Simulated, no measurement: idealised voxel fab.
You're looking at the process module voxel fin reveal.
In the cross-section labelled cut, the width is 180 nm and each square cell is 5 nm.
Each cross-section below is a grid of square cells, stated as bands in top-down order, with one or more rows of cells making up each band. The band entry comprises the height of the band's top followed by the height of its bottom, expressed in nm, and subsequently the band's materials from left to right, each stated together with its width in nm. Where a single material is marked with the word "everywhere", that material fills the band from edge to edge. The word "empty" represents empty space. Height datum 0, below which the as-received substrate wafer is one material. Lowest band open at the bottom, running downward: "from 0 down". A width such as "30..40" changes by the same amount from each row of cells to the next, from the band's top row to its bottom row. Reading "nothing was modified" for a step: not a cell of the cross-section changed in it. "Fully enclosed voids" means: voids of 8 cells or more that are shut off from the top with no open way through. Written width x height at distance, distance from the left edge, in nm. Anything after a step's settings on that line? It's the simulator's own note about the step. What "overlay nm" on a step's line means: if the step has a mask, that mask lay this far to the right of its planned place, or, when the value is negative, to the left.

## Planned step list for the process
| 1 | RECEIVE [material Si] |
| 2 | CONFORMAL_DEP [material SiN] [thk nm 10] |
| 3 | MASKED_ETCH [tone cover] [mask id FINS] [width nm 15] [pitch nm 35] [etch materials SiN] [depth nm 10] [overlay nm 0] |
| 4 | MASKED_ETCH [tone cover] [mask id FINS] [width nm 15] [pitch nm 35] [etch materials Si] [depth nm 40] [overlay nm 0] |
| 5 | OXIDIZE [depth nm 5] |
| 6 | FILL_DEP [material SiO2] [thk nm 15] |
| 7 | CMP [height nm 10] |
| 8 | SELECTIVE_ETCH [etch materials SiO2] [depth nm 35] |
| 9 | STRIP [etch materials SiN] |

## First of two wafers - as planned

## This is the cross-section of the wafer as we received it, i.e. after step 1
* from 0 down = Si everywhere
* Fully enclosed voids: none

## The following cross-section depicts the wafer upon completion of step 2
* from 10 to 0 = SiN everywhere
* Lower than 0, everything is as it was.

## The following cross-section depicts the wafer upon completion of step 3
* from 10 to 0 = empty 65 nm; SiN 15 nm; empty 20 nm; SiN 15 nm; empty 65 nm
* Lower than 0, everything is as it was.

## The following cross-section depicts the wafer upon completion of step 4
* from 10 to 0 = empty 65 nm; SiN 15 nm; empty 20 nm; SiN 15 nm; empty 65 nm
* from 0 to -40 = empty 65 nm; Si 15 nm; empty 20 nm; Si 15 nm; empty 65 nm
* Lower than -40, everything is as it was.

## The following cross-section depicts the wafer upon completion of step 5
* from 10 to 0 = empty 65 nm; SiN 15 nm; empty 20 nm; SiN 15 nm; empty 65 nm
* from 0 to -40 = empty 65 nm; SiO2 5 nm; Si 5 nm; SiO2 5 nm; empty 20 nm; SiO2 5 nm; Si 5 nm; SiO2 5 nm; empty 65 nm
* from -40 to -45 = SiO2 70 nm; Si 5 nm; SiO2 30 nm; Si 5 nm; SiO2 70 nm
* Lower than -45, everything is as it was.

## The following cross-section depicts the wafer upon completion of step 6
* from 25 to 10 = SiO2 everywhere
* from 10 to 0 = SiO2 65 nm; SiN 15 nm; SiO2 20 nm; SiN 15 nm; SiO2 65 nm
* from 0 to -45 = SiO2 70 nm; Si 5 nm; SiO2 30 nm; Si 5 nm; SiO2 70 nm
* Lower than -45, everything is as it was.

## The following cross-section depicts the wafer upon completion of step 7
* from 10 to 0 = SiO2 65 nm; SiN 15 nm; SiO2 20 nm; SiN 15 nm; SiO2 65 nm
* Lower than 0, everything is as it was.

## The following cross-section depicts the wafer upon completion of step 8
* from 10 to 0 = empty 65 nm; SiN 15 nm; empty 20 nm; SiN 15 nm; empty 65 nm
* from 0 to -25 = empty 70 nm; Si 5 nm; empty 30 nm; Si 5 nm; empty 70 nm
* Lower than -25, everything is as it was.

## The following cross-section depicts the wafer upon completion of step 9
* from 0 to -25 = empty 70 nm; Si 5 nm; empty 30 nm; Si 5 nm; empty 70 nm
* Lower than -25, everything is as it was.

## Okay, second wafer. Nothing different at the start, nothing different in the plan, just one mistake somewhere in the running. As far as step 2, counting that step, it's the first wafer all over again

## Second wafer shown in cross-section at the time step 3 was slated to end
* from 10 to 0 = SiN 65 nm; empty 15 nm; SiN 20 nm; empty 15 nm; SiN 65 nm
* Lower than 0, everything is as it was.

Second wafer shown in cross-section at the time step 4 was slated to end: nothing was modified

## Second wafer shown in cross-section at the time step 5 was slated to end
* from 10 to 0 = SiN 65 nm; empty 15 nm; SiN 20 nm; empty 15 nm; SiN 65 nm
* from 0 to -5 = Si 60 nm; SiO2 25 nm; Si 10 nm; SiO2 25 nm; Si 60 nm
* Lower than -5, everything is as it was.

## Second wafer shown in cross-section at the time step 6 was slated to end
* from 25 to 10 = SiO2 everywhere
* from 10 to 0 = SiN 65 nm; SiO2 15 nm; SiN 20 nm; SiO2 15 nm; SiN 65 nm
* Lower than 0, everything is as it was.

## Second wafer shown in cross-section at the time step 7 was slated to end
* from 10 to 0 = SiN 65 nm; SiO2 15 nm; SiN 20 nm; SiO2 15 nm; SiN 65 nm
* Lower than 0, everything is as it was.

## Second wafer shown in cross-section at the time step 8 was slated to end
* from 10 to 0 = SiN 65 nm; empty 15 nm; SiN 20 nm; empty 15 nm; SiN 65 nm
* from 0 to -5 = Si 60 nm; empty 25 nm; Si 10 nm; empty 25 nm; Si 60 nm
* Lower than -5, everything is as it was.

## Second wafer shown in cross-section at the time step 9 was slated to end
* from 0 to -5 = Si 60 nm; empty 25 nm; Si 10 nm; empty 25 nm; Si 60 nm
* Lower than -5, everything is as it was.
Error vs. plan: step 3 off recipe, ran as MASKED_ETCH [tone open] [mask id FINS] [width nm 15] [pitch nm 35] [etch materials SiN] [depth nm 10] [overlay nm 0]
Upon completion, the second wafer contains, in terms of cells, a greater or smaller amount of certain materials than the first wafer: Si +296, SiO2 -136
